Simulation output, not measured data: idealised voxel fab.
Name of the process module below: voxel self aligned contacts
Cross-sectional view cut (width: 235 nm; square cell size: 5 nm).
Cross-section format: a grid of square cells, given as bands from top to bottom; each band is one or more rows of cells. Band: top height; bottom height; in nm. Then, left to right: material with width in nm, for each material. "all across": a single material spanning edge to edge. "empty": empty space. The reference from which all heights are counted is 0, the level beneath which the as-received wafer is entirely one material; the lowest band, having no lower bound, proceeds downward and is written after the example "from 0 down". When a width is written as two numbers, as in "30 to 40", the first number is the width in the top row of cells of the band and the second is the width in its bottom row, and the width changes by the same amount from each row to the next. Where a step carries "nothing got changed", the cross-section came out of it unchanged, cell for cell. You'll see "Trapped void list" listing empty spaces that have no way open to the top, as long as they're 8 cells or more; the notation is width x height at distance, where the distance is from the left edge, and all of it is in nm. Text after the settings on a step's line: the simulator's own remark on that step. "overlay nm", when on a step's line for a step with a mask, measures how far to the right of its planned place the mask lay; a negative measure means to the left.
Process steps (planned)
1,RECEIVE, material Si
2,CONFORMAL_DEP, material SiO2, thk nm 5
3,DIRECTIONAL_DEP, material polySi, thk nm 25
4,DIRECTIONAL_DEP, material SiN, thk nm 20
5,DIRECTIONAL_DEP, material aC, thk nm 10
6,PATTERN, tone cover, mask id GATE, material resist, width nm 35, pitch nm 60, thk nm 30, overlay nm 0
7,DIRECTIONAL_ETCH, etch materials aC, depth nm 10
8,STRIP, etch materials resist
9,DIRECTIONAL_ETCH, etch materials SiN, depth nm 20
10,DIRECTIONAL_ETCH, etch materials polySi, depth nm 25
11,STRIP, etch materials aC
12,CONFORMAL_DEP, material SiN, thk nm 5
13,DIRECTIONAL_ETCH, etch materials SiN, depth nm 5
14,FILL_DEP, material SiO2, thk nm 15
15,CMP, height nm 55
16,DIRECTIONAL_DEP, material aC, thk nm 15
17,PATTERN, tone open, mask id CONTACT, material resist, width nm 45, pitch nm 60, thk nm 35, overlay nm -15
18,DIRECTIONAL_ETCH, etch materials aC, depth nm 15
19,STRIP, etch materials resist
20,DIRECTIONAL_ETCH, etch materials SiO2, depth nm 55
21,STRIP, etch materials aC
22,CONFORMAL_DEP, material TiN, thk nm 5
23,FILL_DEP, material W, thk nm 10
24,CMP, height nm 55
25,CONFORMAL_DEP, material SiN, thk nm 5
Keep in mind the plan's value for the overlay nm of step 17 comes from the first wafer; the wafers don't share that setting, but they do share the same starting point.
Cross-section of the first of several received wafers, showing its state after step 1
  from 0 down  Si all across
  Trapped void list: none
Gained (+) or lost (-) cells of each material since receipt, then closed voids: one row per wafer, at the end of the module
overlay nm -15, +185 SiN, +196 SiO2, +58 TiN, +20 W, +105 polySi, Trapped void list: none
overlay nm -10, +185 SiN, +196 SiO2, +58 TiN, +20 W, +105 polySi, Trapped void list: none
overlay nm -5, +185 SiN, +196 SiO2, +58 TiN, +20 W, +105 polySi, Trapped void list: none
overlay nm 0, +185 SiN, +196 SiO2, +58 TiN, +20 W, +105 polySi, Trapped void list: none
overlay nm 5, +185 SiN, +196 SiO2, +58 TiN, +20 W, +105 polySi, Trapped void list: none
overlay nm 10, +185 SiN, +196 SiO2, +58 TiN, +20 W, +105 polySi, Trapped void list: none
overlay nm 15, +185 SiN, +196 SiO2, +58 TiN, +20 W, +105 polySi, Trapped void list: none
